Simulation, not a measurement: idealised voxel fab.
process module | voxel wiring stack
cross-section cut | 185 nm wide | cells 5 nm
A cross-section is a grid of square cells, given in bands from the top down. A band is one or more rows of cells.
Each band's line starts with the height of the band's top and of its bottom, in nm. Then come its materials from left to right, each with its width in nm. One material with "throughout" fills the band from edge to edge. "air" is empty space.
Height 0 is the level under which the wafer as received is all one material. The lowest band goes on downwards, as in "0 down".
A width such as "30 to 40" changes by the same amount from each row of cells to the next, from the band's top row to its bottom row.
"no change" after a step means that no cell of the cross-section changed.
closed voids: empty space of 8 cells or more with no open way to the top, each as width x height at its distance from the left edge, in nm
after a step's settings: what the simulator itself notes on the step
overlay nm, on a step with a mask: how far to the right of its planned place the mask lay; to the left if negative
plan
1 op RECEIVE | material Si
2 op CONFORMAL_DEP | material SiO2 | thk nm 10
3 op CONFORMAL_DEP | material SiCN | thk nm 5
4 op DIRECTIONAL_DEP | material SiO2 | thk nm 20
5 op PATTERN | tone open | mask id METAL_1 | material resist | width nm 25 | pitch nm 40 | thk nm 15 | overlay nm 0
6 op DIRECTIONAL_ETCH | etch materials SiO2 | depth nm 20
7 op DIRECTIONAL_ETCH | etch materials SiCN | depth nm 5
8 op STRIP | etch materials resist
9 op CONFORMAL_DEP | material TiN | thk nm 5
10 op FILL_DEP | material Cu | thk nm 5
11 op CMP | height nm 35
12 op CONFORMAL_DEP | material SiCN | thk nm 5
13 op DIRECTIONAL_DEP | material SiO2 | thk nm 30
14 op MASKED_ETCH | tone open | mask id METAL_2_HOLES | width nm 15 | pitch nm 80 | etch materials SiO2 | depth nm 30 | overlay nm -5
15 op MASKED_ETCH | tone open | mask id METAL_2 | width nm 25 | pitch nm 40 | etch materials SiO2 | depth nm 20 | overlay nm 0
16 op MASKED_ETCH | tone open | mask id METAL_2 | width nm 25 | pitch nm 40 | etch materials SiCN | depth nm 5 | overlay nm 0
17 op CONFORMAL_DEP | material TiN | thk nm 5
18 op FILL_DEP | material Cu | thk nm 10
19 op CMP | height nm 70
20 op CONFORMAL_DEP | material SiN | thk nm 5
varied across the wafers: overlay nm of step 14. The plan shows the first wafer's value. All wafers start alike
first wafer as received, after step 1
  0 down: Si throughout
  closed voids: none
each wafer at the end: cells of each material gained (+) or lost (-) since it was received, then its closed voids
overlay nm -5 | +94 Cu | +50 SiCN | +37 SiN | +264 SiO2 | +110 TiN | closed voids: none
overlay nm 0 | +90 Cu | +48 SiCN | +37 SiN | +272 SiO2 | +108 TiN | closed voids: none
overlay nm 5 | +90 Cu | +48 SiCN | +37 SiN | +272 SiO2 | +108 TiN | closed voids: none
overlay nm 10 | +90 Cu | +48 SiCN | +37 SiN | +272 SiO2 | +108 TiN | closed voids: none
overlay nm 15 | +94 Cu | +50 SiCN | +37 SiN | +264 SiO2 | +110 TiN | closed voids: none
